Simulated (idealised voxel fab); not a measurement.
The process module that follows is named voxel self aligned vias.
Section shown: cut. Width: 190 nm. Cell size: 5 nm, square.
When this document writes out a cross-section, it uses a grid of square cells and lists it as bands, beginning at the top and moving down, with a band standing for one or more rows of cells. What a band's entry tells you: where the top is and where the bottom is, as heights in nm, and after that what lies inside, material by material from left to right, each with its width in nm. Empty space is written as the word "empty", and a single material marked with the word "full width" occupies the band from edge to edge. Beneath 0, the wafer as received is one material, and that level is where height counting begins. The lowest band goes on downward without a bottom; it is written like "z 0 and below". It should be noted that a width expressed as "30..40" varies in equal increments from row to row of cells within the band, taking the value of the first number at the top row and that of the second number at the bottom row. Reading "stayed the same" for a step: not a cell of the cross-section changed in it. If an empty space has no open way to the top and is at least 8 cells in size, "Trapped void list" lists it, written width x height at distance, where distance is measured from the left edge and every value is in nm. It should be noted that, on the line of a given step, the content following the step's settings is a remark produced by the simulator itself with respect to that step. overlay nm: mask right of planned place by this much (step with mask). Neg. = left.
The planned process steps are enumerated hereunder:
1) RECEIVE (material Si)
2) CONFORMAL_DEP (material SiO2; thk nm 10)
3) CONFORMAL_DEP (material SiCN; thk nm 5)
4) DIRECTIONAL_DEP (material lowk; thk nm 20)
5) PATTERN (tone open; mask id LINES; material resist; width nm 15; pitch nm 55; thk nm 20; overlay nm 0)
6) DIRECTIONAL_ETCH (etch materials lowk; depth nm 20)
7) STRIP (etch materials resist)
8) CONFORMAL_DEP (material TiN; thk nm 5)
9) FILL_DEP (material W; thk nm 10)
10) CMP (height nm 35)
11) SELECTIVE_ETCH (etch materials W Ru TiN; depth nm 10)
12) FILL_DEP (material SiN; thk nm 10)
13) CMP (height nm 35)
14) DIRECTIONAL_DEP (material lowk; thk nm 15)
15) DIRECTIONAL_DEP (material aC; thk nm 15)
16) PATTERN (tone open; mask id VIAS; material resist; width nm 30; pitch nm 55; thk nm 30; overlay nm 0)
17) DIRECTIONAL_ETCH (etch materials aC; depth nm 15)
18) STRIP (etch materials resist)
19) DIRECTIONAL_ETCH (etch materials lowk; depth nm 15)
20) DIRECTIONAL_ETCH (etch materials SiN; depth nm 10)
21) STRIP (etch materials aC)
22) CONFORMAL_DEP (material TiN; thk nm 5)
23) FILL_DEP (material W; thk nm 10)
24) CMP (height nm 50)
25) CONFORMAL_DEP (material SiCN; thk nm 5)
Keep in mind the plan's value for the width nm of step 5 comes from the first wafer; the wafers don't share that setting, but they do share the same starting point.
As-received state after step 1, first of several wafers, cross-section:
* z 0 and below  Si full width
* Trapped void list: none
Here's the first of several wafers in cross-section, end of the module, after the last step, step 25:
* z 55 to 50  SiCN full width
* z 50 to 40  lowk=25 | TiN=5 | W=20 | TiN=5 | lowk=25 | TiN=5 | W=20 | TiN=5 | lowk=25 | TiN=5 | W=20 | TiN=5 | lowk=25
* z 40 to 30  lowk=25..35 | TiN=15..5 | W=5 | TiN=10..5 | lowk=25..40 | TiN=15..5 | W=5 | TiN=10..5 | lowk=25..40 | TiN=15..5 | W=5 | TiN=10..5 | lowk=25..30
* z 30 to 25  lowk=35 | TiN=15 | lowk=40 | TiN=15 | lowk=40 | TiN=15 | lowk=30
* z 25 to 20  lowk=35 | TiN=5 | W=5 | TiN=5 | lowk=40 | TiN=5 | W=5 | TiN=5 | lowk=40 | TiN=5 | W=5 | TiN=5 | lowk=30
* z 20 to 15  lowk=35 | TiN=15 | lowk=40 | TiN=15 | lowk=40 | TiN=15 | lowk=30
* z 15 to 10  SiCN full width
* z 10 to 0  SiO2 full width
* z 0 and below  Si full width
* Trapped void list: none
X-section, last wafer, module end:
* z 55 to 50  SiCN full width
* z 50 to 35  lowk=25 | TiN=5 | W=20 | TiN=5 | lowk=25 | TiN=5 | W=20 | TiN=5 | lowk=25 | TiN=5 | W=20 | TiN=5 | lowk=25
* z 35 to 30  lowk=25 | TiN=5 | W=20 | TiN=5 | SiN=5 | lowk=20 | TiN=5 | W=20 | TiN=5 | SiN=5 | lowk=20 | TiN=5 | W=20 | TiN=5 | SiN=5 | lowk=20
* z 30 to 25  lowk=25 | TiN=30 | SiN=5 | lowk=20 | TiN=30 | SiN=5 | lowk=20 | TiN=30 | SiN=5 | lowk=20
* z 25 to 20  lowk=25 | TiN=5 | W=25 | TiN=5 | lowk=20 | TiN=5 | W=25 | TiN=5 | lowk=20 | TiN=5 | W=25 | TiN=5 | lowk=20
* z 20 to 15  lowk=25 | TiN=35 | lowk=20 | TiN=35 | lowk=20 | TiN=35 | lowk=20
* z 15 to 10  SiCN full width
* z 10 to 0  SiO2 full width
* z 0 and below  Si full width
* Trapped void list: none
Per wafer, end of module: cells gained (+) or lost (-) per material since receipt, then closed voids:
width nm 15; +76 SiCN; +76 SiO2; +57 TiN; +33 W; +176 lowk; Trapped void list: none
width nm 20; +76 SiCN; +76 SiO2; +60 TiN; +42 W; +164 lowk; Trapped void list: none
width nm 25; +76 SiCN; +76 SiO2; +63 TiN; +51 W; +152 lowk; Trapped void list: none
width nm 30; +76 SiCN; +76 SiO2; +66 TiN; +60 W; +140 lowk; Trapped void list: none
width nm 35; +76 SiCN; +6 SiN; +76 SiO2; +69 TiN; +63 W; +128 lowk; Trapped void list: none
